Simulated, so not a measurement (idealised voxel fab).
This section sets out a process module, namely voxel lift off.
For reference, the cross-section in this document is cut, with width 275 nm and square cells of 5 nm.
Throughout this document, each cross-section is represented as a grid of square cells and is presented as a sequence of bands enumerated from the top downward, where a band comprises one or more rows of cells.
Read a band's entry like this: the first values are the height of its top and the height of its bottom in nm, and what follows is the sequence of materials from left to right, each with its width in nm. Note that "air" is empty space, and that a single material marked "edge to edge" reaches across the band from edge to edge.
Note: height 0 marks the level under which the wafer is uniformly one material as received. Lowest band unbounded below, written "0..down".
Think of "30..40" as a width that walks from the first number to the second as you go down the band, top row to bottom row, taking equal-sized steps from row to row.
The designation "left unchanged", where it is given for a processing step, indicates that no cell of the cross-section was altered in the course of that step.
If an empty space has no open way to the top and is at least 8 cells in size, "Tabulated closed voids" lists it, written width x height at distance, where distance is measured from the left edge and every value is in nm.
The remark found on a step's line after its settings is issued by the simulator itself and pertains to that step.
Each step line may optionally specify "overlay nm", which for a step with a mask gives the rightward distance between the mask's planned place and where it lay, a negative value indicating the leftward direction.
Planned step list for the process:
step 1: RECEIVE with material Si
step 2: CONFORMAL_DEP with material Al2O3, thk nm 5
step 3: PATTERN with tone open, mask id LINES, material resist, width nm 25, pitch nm 45, thk nm 25, overlay nm 0
step 4: DIRECTIONAL_DEP with material Ru, thk nm 10
step 5: STRIP with etch materials resist
step 6: CONFORMAL_DEP with material SiCN, thk nm 10
Quick note for whoever runs this: the wafers start identical, but the thk nm at step 2 isn't the same across them. The plan just shows what the first wafer had.
Cross-section of the first of several received wafers, showing its state after step 1:
0..down = Si edge to edge
Tabulated closed voids: none
Wafer rows; end of module; cells per material since receipt: (+) gained, (-) lost; then closed voids:
thk nm 5, +55 Al2O3, +30 Ru, +134 SiCN, Tabulated closed voids: none
thk nm 10, +110 Al2O3, +30 Ru, +134 SiCN, Tabulated closed voids: none
thk nm 15, +165 Al2O3, +30 Ru, +134 SiCN, Tabulated closed voids: none
thk nm 20, +220 Al2O3, +30 Ru, +134 SiCN, Tabulated closed voids: none
